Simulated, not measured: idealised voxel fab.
Process module, titled voxel capacitor over wiring
The cross-section shown here is cut; it is 205 nm wide and divided into square cells measuring 5 nm on a side.
Format of a cross-section: grid, square cells. Given as bands. Order: top down. Band: one or more rows of cells.
Within each band entry, the heights of the top and of the bottom of the band appear first, in that order and in nm; the materials of the band then follow from left to right, each with its corresponding width in nm. The designation "throughout" on a single material indicates that it fills the band from edge to edge; the designation "blank" indicates empty space.
Below 0: as-received wafer, all one material; heights counted from there. Lowest band: no bottom, goes on down, written "top 0, no bottom".
Width: "30 to 40" (first number = top row, second number = bottom row, same change from row to row of cells).
Take "remained unchanged" at face value: in the step it is given for, the cross-section changed in none of its cells.
The entry titled "Closed void table" provides the empty spaces that have no open way to the top, restricted to those of 8 cells or more. Each is presented as width x height at distance, the distance being measured from the left edge, with all three in nm.
Read whatever lies past the settings on a step's line as the simulator's own remark about the step.
overlay nm: mask offset rightward from planned place, masked step; negative means leftward offset.

# Below is the list of planned process steps
step 1: RECEIVE: material Si
step 2: CONFORMAL_DEP: material SiO2, thk nm 10
step 3: CONFORMAL_DEP: material SiCN, thk nm 5
step 4: DIRECTIONAL_DEP: material lowk, thk nm 25
step 5: MASKED_ETCH: tone open, mask id METAL_1, width nm 25, pitch nm 90, etch materials lowk, depth nm 25, overlay nm 0
step 6: MASKED_ETCH: tone open, mask id METAL_1, width nm 25, pitch nm 90, etch materials SiCN, depth nm 5, overlay nm 0
step 7: CONFORMAL_DEP: material TiN, thk nm 5
step 8: FILL_DEP: material Cu, thk nm 5
step 9: CMP: height nm 40
step 10: CONFORMAL_DEP: material SiCN, thk nm 5
step 11: DIRECTIONAL_DEP: material lowk, thk nm 10
step 12: MASKED_ETCH: tone open, mask id PLUG_1, width nm 15, etch materials lowk, depth nm 10, overlay nm 0
step 13: MASKED_ETCH: tone open, mask id PLUG_1, width nm 15, etch materials SiCN, depth nm 5, overlay nm 0
step 14: CONFORMAL_DEP: material TiN, thk nm 5
step 15: FILL_DEP: material Ru, thk nm 5
step 16: CMP: height nm 55
step 17: DIRECTIONAL_DEP: material TiN, thk nm 10
step 18: DIRECTIONAL_DEP: material SiN, thk nm 5
step 19: DIRECTIONAL_DEP: material TiN, thk nm 10
step 20: PATTERN: tone cover, mask id UPPER_PLATE, material resist, width nm 70, thk nm 15, overlay nm 0
step 21: DIRECTIONAL_ETCH: etch materials TiN, depth nm 10
step 22: DIRECTIONAL_ETCH: etch materials SiN, depth nm 5
step 23: STRIP: etch materials resist
step 24: PATTERN: tone cover, mask id LOWER_PLATE, material resist, width nm 80, thk nm 20, overlay nm 0
step 25: DIRECTIONAL_ETCH: etch materials TiN, depth nm 10
step 26: STRIP: etch materials resist
step 27: FILL_DEP: material SiO2, thk nm 20
step 28: CMP: height nm 95
step 29: PATTERN: tone open, mask id PLUG_2, material resist, width nm 15, thk nm 20, overlay nm 0
step 30: DIRECTIONAL_ETCH: etch materials SiO2, depth nm 15
step 31: STRIP: etch materials resist
step 32: CONFORMAL_DEP: material TiN, thk nm 5
step 33: FILL_DEP: material Ru, thk nm 10
step 34: CMP: height nm 95
step 35: CONFORMAL_DEP: material SiN, thk nm 5

# Cross-section of the wafer at receipt, which is the condition after step 1
- top 0, no bottom  Si throughout
- Closed void table: none

# Below is the wafer in cross-section after the module was completed. It began from the starting point shown above and followed the plan shown above, except that one mistake was made while running it
- top 100, bottom 95  SiN throughout
- top 95, bottom 85  SiO2 65 nm, TiN 5 nm, Ru 5 nm, TiN 5 nm, SiO2 125 nm
- top 85, bottom 80  SiO2 65 nm, TiN 15 nm, SiO2 125 nm
- top 80, bottom 70  SiO2 55 nm, TiN 70 nm, SiO2 80 nm
- top 70, bottom 65  SiO2 55 nm, SiN 70 nm, SiO2 80 nm
- top 65, bottom 55  SiO2 50 nm, TiN 80 nm, SiO2 75 nm
- top 55, bottom 50  Ru throughout
- top 50, bottom 45  TiN 60 nm, Ru 5 nm, TiN 140 nm
- top 45, bottom 40  SiCN 55 nm, TiN 15 nm, SiCN 135 nm
- top 40, bottom 15  lowk 45 nm, TiN 5 nm, Cu 15 nm, TiN 5 nm, lowk 65 nm, TiN 5 nm, Cu 15 nm, TiN 5 nm, lowk 45 nm
- top 15, bottom 10  SiCN 45 nm, TiN 25 nm, SiCN 65 nm, TiN 25 nm, SiCN 45 nm
- top 10, bottom 0  SiO2 throughout
- top 0, no bottom  Si throughout
- Closed void table: none
Want to know what went wrong? no execution of plan step 11; skipped
